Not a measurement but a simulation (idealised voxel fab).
The name of this process module is voxel tone inversion.
For reference, the cross-section in this document is cut, with width 185 nm and square cells of 5 nm.
Just so we're on the same page, the cross-sections are grids of square cells, and they're listed out in bands top to bottom, each band one or more rows deep.
For a band, the entry starts with two heights in nm, that of the top and then that of the bottom, and carries on with the band's materials in order from left to right, each alongside its width in nm; the word "throughout" beside a single material means it fills the band edge to edge, and "air" means empty space.
Where do heights start? At 0: under that level the wafer as delivered is made of one material only. And the lowest band has no floor; it just carries on downward, as in "0 and below".
Think of "30..40" as a width that walks from the first number to the second as you go down the band, top row to bottom row, taking equal-sized steps from row to row.
Any step labelled "identical to before" changed none of the cells in the cross-section.
"Enclosed void list" contains a list of empty spaces, each no smaller than 8 cells and without an open way to the top, written in the form width x height at distance with the distance from the left edge and all three in nm.
Post-settings text on a step line: simulator's own remark regarding the step.
"overlay nm" on a masked step: distance the mask lay right of its planned place, negative for left.

Process steps - plan
1 RECEIVE, material Si
2 CONFORMAL_DEP, material SiCN, thk nm 10
3 DIRECTIONAL_DEP, material aC, thk nm 15
4 PATTERN, tone cover, mask id POSTS, material resist, width nm 20, pitch nm 50, thk nm 20, overlay nm 0
5 DIRECTIONAL_ETCH, etch materials aC, depth nm 15
6 STRIP, etch materials resist
7 FILL_DEP, material lowk, thk nm 10
8 CMP, height nm 25
9 STRIP, etch materials aC
10 CONFORMAL_DEP, material TiN, thk nm 5
11 FILL_DEP, material W, thk nm 5
12 CMP, height nm 25
13 CONFORMAL_DEP, material SiCN, thk nm 5

Received-state cross-section, reflecting completion of step 1
    0 and below | Si throughout
    Enclosed void list: none

The first of two wafers, cross-sectioned at the end of the module, with the run proceeding as planned
    30 down to 25 | SiCN throughout
    25 down to 15 | lowk 55 nm, then TiN 5 nm, then W 10 nm, then TiN 5 nm, then lowk 30 nm, then TiN 5 nm, then W 10 nm, then TiN 5 nm, then lowk 60 nm
    15 down to 10 | lowk 55 nm, then TiN 20 nm, then lowk 30 nm, then TiN 20 nm, then lowk 60 nm
    10 down to 0 | SiCN throughout
    0 and below | Si throughout
    Enclosed void list: none

Presented here is a cross-section of the second of the two wafers as it stood at the end of the module. It was started in the same manner and assigned the same plan as the first wafer; however, one mistake was made in its execution
    30 down to 25 | SiCN throughout
    25 down to 15 | lowk 55 nm, then TiN 5 nm, then W 15 nm, then TiN 5 nm, then lowk 25 nm, then TiN 5 nm, then W 15 nm, then TiN 5 nm, then lowk 55 nm
    15 down to 10 | lowk 55 nm, then TiN 25 nm, then lowk 25 nm, then TiN 25 nm, then lowk 55 nm
    10 down to 0 | SiCN throughout
    0 and below | Si throughout
    Enclosed void list: none
Where did the run depart from the plan? step 4 went in with a setting other than planned; the actual run was PATTERN, tone cover, mask id POSTS, material resist, width nm 25, pitch nm 50, thk nm 20, overlay nm 0
Final difference in cells, second wafer against first, listed per material as more or fewer: 2 more of TiN, 4 more of W, 6 fewer of lowk
